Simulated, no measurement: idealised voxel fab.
process module | voxel ribs on slabs
Cross-section cut spans 180 nm and uses square cells 5 nm in size.
Cross-sections here: square-cell grids, written as top-down lists of bands, a band being one or more rows of cells.
It is stipulated that each band's entry specify, in nanometres, the height of the top of the band and then that of its bottom, followed by the materials of the band in left-to-right sequence, each together with its width in nanometres. A single material marked by the word "edge to edge" is understood to fill the band from edge to edge; the word "air" is understood to denote empty space.
Heights from 0 (as-received wafer is one material below). Bottom band endless downward, as "0 down".
The two numbers in a width such as "30->40" mark its ends across the band: the first belongs to the top row of cells, the second to the bottom row, and from each row to the next the width moves by the same amount.
Step note "no change occurred" = no cross-section cell changed.
"Enclosed void listing" specifies each empty space that is not open to the top and that occupies no fewer than 8 cells, using the form width x height at distance, the distance measured from the left edge and all three quantities in nm.
That trailing text on a step's line, after the settings, is the simulator's own remark on the step.
overlay nm: step with mask; distance mask lay right of planned place; negative value = left of planned place.
-- Steps planned for the process
1 RECEIVE (material Si)
2 DIRECTIONAL_DEP (material SiO2; thk nm 25)
3 DIRECTIONAL_DEP (material polySi; thk nm 15)
4 DIRECTIONAL_DEP (material aC; thk nm 10)
5 PATTERN (tone cover; mask id RIB; material resist; width nm 20; thk nm 30; overlay nm 0)
6 DIRECTIONAL_ETCH (etch materials aC; depth nm 10)
7 STRIP (etch materials resist)
8 DIRECTIONAL_ETCH (etch materials polySi; depth nm 10)
9 STRIP (etch materials aC)
10 PATTERN (tone cover; mask id SLAB; material resist; width nm 70; thk nm 15; overlay nm 0)
11 DIRECTIONAL_ETCH (etch materials polySi; depth nm 5)
12 STRIP (etch materials resist)
13 FILL_DEP (material SiO2; thk nm 25)
14 CMP (height nm 55)
15 DIRECTIONAL_DEP (material TiN; thk nm 10)
16 PATTERN (tone cover; mask id HEATER; material resist; width nm 30; thk nm 15; overlay nm 0)
17 DIRECTIONAL_ETCH (etch materials TiN; depth nm 10)
18 STRIP (etch materials resist)
19 CONFORMAL_DEP (material SiN; thk nm 5)
-- Delivered wafer in cross-section: state after step 1
* 0 down | Si edge to edge
* Enclosed void listing: none
-- Below is the wafer in cross-section after the module was completed. It began from the starting point shown above and followed the plan shown above, except that one mistake was made while running it
* 70 to 65 | air 75 nm; SiN 35 nm; air 70 nm
* 65 to 60 | air 75 nm; SiN 5 nm; TiN 25 nm; SiN 5 nm; air 70 nm
* 60 to 55 | SiN 80 nm; TiN 25 nm; SiN 75 nm
* 55 to 40 | SiO2 edge to edge
* 40 to 30 | SiO2 80 nm; polySi 20 nm; SiO2 80 nm
* 30 to 25 | SiO2 55 nm; polySi 70 nm; SiO2 55 nm
* 25 to 0 | SiO2 edge to edge
* 0 down | Si edge to edge
* Enclosed void listing: none
What went wrong in running the wafer? step 16 was run on a setting that differed from the plan, and what really ran there is PATTERN (tone cover; mask id HEATER; material resist; width nm 25; thk nm 15; overlay nm 0)
